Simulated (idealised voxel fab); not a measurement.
Process module, titled voxel capacitor over wiring
cross-section cut | 190 nm wide | cells 5 nm
Think of the cross-section as a grid of square cells. We describe it in bands, top to bottom, and each band covers one or more rows of those cells.
The band entry comprises the height of the band's top followed by the height of its bottom, expressed in nm, and subsequently the band's materials from left to right, each stated together with its width in nm. Where a single material is marked with the word "full width", that material fills the band from edge to edge. The word "blank" represents empty space.
Zero point of the height axis is 0; under it, received wafer = one material. Lowest band: continues down indefinitely, "0 -> down".
The notation "30 to 40" denotes a width that varies across the rows of cells in the band, beginning at the first number in the top row, finishing at the second number in the bottom row, and changing by an identical amount from each row to the next.
Take "identical to before" at face value: in the step it is given for, the cross-section changed in none of its cells.
This entry, "Completely enclosed voids", enumerates those empty regions of no fewer than 8 cells that possess no open connection to the top. Each region is reported in the form width x height at distance, the distance being taken from the left edge, with all three quantities expressed in nm.
It should be noted that, on the line of a given step, the content following the step's settings is a remark produced by the simulator itself with respect to that step.
When a step includes a mask, the "overlay nm" setting on its line states how far to the right of its planned place that mask lay, and negative values state how far to the left.
PROCESS STEPS - PLAN
step 1: RECEIVE (material Si)
step 2: CONFORMAL_DEP (material SiO2; thk nm 10)
step 3: CONFORMAL_DEP (material SiN; thk nm 5)
step 4: DIRECTIONAL_DEP (material lowk; thk nm 25)
step 5: PATTERN (tone open; mask id METAL_1; material resist; width nm 30; pitch nm 80; thk nm 20; overlay nm 0)
step 6: DIRECTIONAL_ETCH (etch materials lowk; depth nm 25)
step 7: DIRECTIONAL_ETCH (etch materials SiN; depth nm 5)
step 8: STRIP (etch materials resist)
step 9: CONFORMAL_DEP (material TiN; thk nm 5)
step 10: FILL_DEP (material Cu; thk nm 5)
step 11: CMP (height nm 40)
step 12: CONFORMAL_DEP (material SiCN; thk nm 5)
step 13: DIRECTIONAL_DEP (material lowk; thk nm 10)
step 14: MASKED_ETCH (tone open; mask id PLUG_1; width nm 15; etch materials lowk; depth nm 10; overlay nm 0)
step 15: MASKED_ETCH (tone open; mask id PLUG_1; width nm 15; etch materials SiCN; depth nm 5; overlay nm 0)
step 16: CONFORMAL_DEP (material TiN; thk nm 5)
step 17: FILL_DEP (material Ru; thk nm 10)
step 18: CMP (height nm 55)
step 19: DIRECTIONAL_DEP (material TiN; thk nm 5)
step 20: DIRECTIONAL_DEP (material SiN; thk nm 5)
step 21: DIRECTIONAL_DEP (material TiN; thk nm 10)
step 22: MASKED_ETCH (tone cover; mask id UPPER_PLATE; width nm 55; etch materials TiN; depth nm 10; overlay nm 0)
step 23: MASKED_ETCH (tone cover; mask id UPPER_PLATE; width nm 55; etch materials SiN; depth nm 5; overlay nm 0)
step 24: MASKED_ETCH (tone cover; mask id LOWER_PLATE; width nm 65; etch materials TiN; depth nm 5; overlay nm 0)
step 25: FILL_DEP (material SiO2; thk nm 15)
step 26: CMP (height nm 85)
step 27: MASKED_ETCH (tone open; mask id PLUG_2; width nm 15; etch materials SiO2; depth nm 10; overlay nm 0)
step 28: CONFORMAL_DEP (material TiN; thk nm 5)
step 29: FILL_DEP (material Ru; thk nm 10)
step 30: CMP (height nm 85)
step 31: CONFORMAL_DEP (material SiN; thk nm 5)
AS RECEIVED, AFTER STEP 1
- 0 -> down: Si full width
- Completely enclosed voids: none
FIRST WAFER OF TWO, SECTIONED AT END OF MODULE; RUN WENT PER PLAN
- 90 -> 85: SiN full width
- 85 -> 80: 65 of SiO2 | 5 of TiN | 5 of Ru | 5 of TiN | 110 of SiO2
- 80 -> 75: 65 of SiO2 | 15 of TiN | 110 of SiO2
- 75 -> 65: 55 of SiO2 | 55 of TiN | 80 of SiO2
- 65 -> 60: 55 of SiO2 | 55 of SiN | 80 of SiO2
- 60 -> 55: 50 of SiO2 | 65 of TiN | 75 of SiO2
- 55 -> 45: 55 of lowk | 5 of TiN | 5 of Ru | 5 of TiN | 120 of lowk
- 45 -> 40: 55 of SiCN | 15 of TiN | 120 of SiCN
- 40 -> 15: 40 of lowk | 5 of TiN | 20 of Cu | 5 of TiN | 50 of lowk | 5 of TiN | 20 of Cu | 5 of TiN | 40 of lowk
- 15 -> 10: 40 of SiN | 30 of TiN | 50 of SiN | 30 of TiN | 40 of SiN
- 10 -> 0: SiO2 full width
- 0 -> down: Si full width
- Completely enclosed voids: none
THIS CROSS-SECTION BELONGS TO THE SECOND WAFER OF TWO AT THE END OF THE MODULE; THE START AND THE PLAN WERE SHARED WITH THE FIRST, AND THE RUN INCLUDED ONE MISTAKE
- 90 -> 85: SiN full width
- 85 -> 80: 65 of SiO2 | 5 of TiN | 5 of Ru | 5 of TiN | 110 of SiO2
- 80 -> 75: 65 of SiO2 | 15 of TiN | 110 of SiO2
- 75 -> 65: 55 of SiO2 | 55 of TiN | 80 of SiO2
- 65 -> 60: 55 of SiO2 | 55 of SiN | 80 of SiO2
- 60 -> 55: 50 of SiO2 | 65 of TiN | 75 of SiO2
- 55 -> 45: 55 of lowk | 5 of TiN | 5 of Ru | 5 of TiN | 120 of lowk
- 45 -> 40: 55 of SiCN | 15 of TiN | 120 of SiCN
- 40 -> 35: 40 of SiN | 30 of TiN | 50 of SiN | 30 of TiN | 40 of SiN
- 35 -> 10: lowk full width
- 10 -> 0: SiO2 full width
- 0 -> down: Si full width
- Completely enclosed voids: none
Misprocessing identified: steps 3 and 4 of the plan were run in the wrong order, each in the other's place
In the final state, the cell counts of the second wafer exceed or fall short of those of the first for the following materials: 40 fewer of Cu; 20 fewer of TiN; 60 more of lowk
